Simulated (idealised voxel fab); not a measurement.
The name of this process module is voxel double patterning.
Section shown: cut. Width: 190 nm. Cell size: 5 nm, square.
If you're reading a cross-section in this doc, picture square cells in a grid; it comes to you as bands, top ones listed first down to the bottom, and a band can be one or more rows of cells.
The entry gives the band's vertical extent as a top height and a bottom height in nm, then its horizontal make-up as materials from left to right, each with a width in nm. "air" stands for empty space; a single material marked "all across" fills the band edge to edge.
Beneath 0, the wafer as received is one material, and that level is where height counting begins. The lowest band goes on downward without a bottom; it is written like "0..down".
Width: "30->40" (first number = top row, second number = bottom row, same change from row to row of cells).
Where a step carries "changes: none", the cross-section came out of it unchanged, cell for cell.
If an empty space has no open way to the top and is at least 8 cells in size, "Non-vented voids" lists it, written width x height at distance, where distance is measured from the left edge and every value is in nm.
Text after the settings on a step's line: the simulator's own remark on that step.
If you see "overlay nm" on a step's line and that step has a mask, it's telling you how far right of where it was planned the mask ended up; a negative number means it went left instead.

**Process steps (planned)**
1) RECEIVE | material Si
2) CONFORMAL_DEP | material SiO2 | thk nm 5
3) DIRECTIONAL_DEP | material W | thk nm 15
4) DIRECTIONAL_DEP | material SiN | thk nm 10
5) MASKED_ETCH | tone open | mask id FIRST | width nm 15 | pitch nm 50 | etch materials SiN | depth nm 10 | overlay nm 0
6) PATTERN | tone open | mask id SECOND | material resist | width nm 15 | thk nm 20 | overlay nm 0
7) DIRECTIONAL_ETCH | etch materials SiN | depth nm 10
8) STRIP | etch materials resist
9) DIRECTIONAL_ETCH | etch materials W | depth nm 15
10) STRIP | etch materials SiN

**Received-state cross-section, reflecting completion of step 1**
> 0..down: Si all across
> Non-vented voids: none

**What the wafer looks like in cross-section after this module, when it starts as shown above and follows the plan above but one mistake is made in running it**
> 20..5: air=60 / W=15 / air=35 / W=15 / air=65
> 5..0: SiO2 all across
> 0..down: Si all across
> Non-vented voids: none
Run error: the process deviated at step 5: the operation and settings actually run there were MASKED_ETCH | tone cover | mask id FIRST | width nm 15 | pitch nm 50 | etch materials SiN | depth nm 10 | overlay nm 0
